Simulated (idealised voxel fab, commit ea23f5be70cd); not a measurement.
Process module, titled voxel fin reveal
In the cross-section labelled cut, the width is 210 nm and each square cell is 5 nm.
Cross-section = grid of square cells, listed top down in bands; band = one or more rows. The entry gives the band's vertical extent as a top height and a bottom height in nm, then its horizontal make-up as materials from left to right, each with a width in nm. "empty" stands for empty space; a single material marked "throughout" fills the band edge to edge. Below 0: as-received wafer, all one material; heights counted from there. Lowest band: no bottom, goes on down, written "z 0 and below". Note: "30..40" means the width goes from the first number (top row of the band) to the second number (bottom row) in equal steps per row of cells. When a step is marked "remains unaltered", none of the cells in the cross-section changed during that step. For the entry "Sealed internal cavities", the listed items are empty spaces with no open way to the top whose size is 8 cells or more; each item follows the pattern width x height at distance, where distance is from the left edge and all three are in nm. Step line, after settings: the simulator's comment on this step. overlay nm: for a step with a mask, the amount by which the mask lay right of where it was planned; a negative amount means left of it.
**The planned process steps are enumerated hereunder**
1 RECEIVE | material Si
2 CONFORMAL_DEP | material SiN | thk nm 10
3 PATTERN | tone cover | mask id FINS | material resist | width nm 15 | pitch nm 40 | thk nm 20 | overlay nm 0
4 DIRECTIONAL_ETCH | etch materials SiN | depth nm 10
5 DIRECTIONAL_ETCH | etch materials Si | depth nm 40
6 STRIP | etch materials resist
7 OXIDIZE | depth nm 5
8 FILL_DEP | material SiO2 | thk nm 5
9 CMP | height nm 10
10 SELECTIVE_ETCH | etch materials SiO2 | depth nm 20
11 STRIP | etch materials SiN
12 CONFORMAL_DEP | material HfO2 | thk nm 5
Variable across wafers: step 3 width nm (plan value is that of the first wafer; starting state common to all).
**Cross-section, first of several wafers, as delivered after step 1**
    z 0 and below = Si throughout
    Sealed internal cavities: none
**At the end of the module, after its last step, step 12, the first of several wafers appears in cross-section as follows**
    z 5 to 0 = 55 nm empty, 15 nm HfO2, 25 nm empty, 15 nm HfO2, 25 nm empty, 15 nm HfO2, 60 nm empty
    z 0 to -5 = 55 nm empty, 5 nm HfO2, 5 nm Si, 5 nm HfO2, 25 nm empty, 5 nm HfO2, 5 nm Si, 5 nm HfO2, 25 nm empty, 5 nm HfO2, 5 nm Si, 5 nm HfO2, 60 nm empty
    z -5 to -10 = 60 nm HfO2, 5 nm Si, 35 nm HfO2, 5 nm Si, 35 nm HfO2, 5 nm Si, 65 nm HfO2
    z -10 to -45 = 60 nm SiO2, 5 nm Si, 35 nm SiO2, 5 nm Si, 35 nm SiO2, 5 nm Si, 65 nm SiO2
    z -45 and below = Si throughout
    Sealed internal cavities: none
**Showing the last wafer in cross-section at the end of the module**
    z 5 to 0 = 50 nm empty, 25 nm HfO2, 15 nm empty, 25 nm HfO2, 15 nm empty, 25 nm HfO2, 55 nm empty
    z 0 to -5 = 50 nm empty, 5 nm HfO2, 15 nm Si, 5 nm HfO2, 15 nm empty, 5 nm HfO2, 15 nm Si, 5 nm HfO2, 15 nm empty, 5 nm HfO2, 15 nm Si, 5 nm HfO2, 55 nm empty
    z -5 to -10 = 55 nm HfO2, 15 nm Si, 25 nm HfO2, 15 nm Si, 25 nm HfO2, 15 nm Si, 60 nm HfO2
    z -10 to -45 = 55 nm SiO2, 15 nm Si, 25 nm SiO2, 15 nm Si, 25 nm SiO2, 15 nm Si, 60 nm SiO2
    z -45 and below = Si throughout
    Sealed internal cavities: none
**Below, a row for every wafer. Read it as the end-of-module picture: for each material the wafer shows its cells gained (+) or lost (-) since it was received, and then its closed voids**
width nm 15, +54 HfO2, -351 Si, +273 SiO2, Sealed internal cavities: none
width nm 20, +54 HfO2, -324 Si, +252 SiO2, Sealed internal cavities: none
width nm 25, +54 HfO2, -297 Si, +231 SiO2, Sealed internal cavities: none
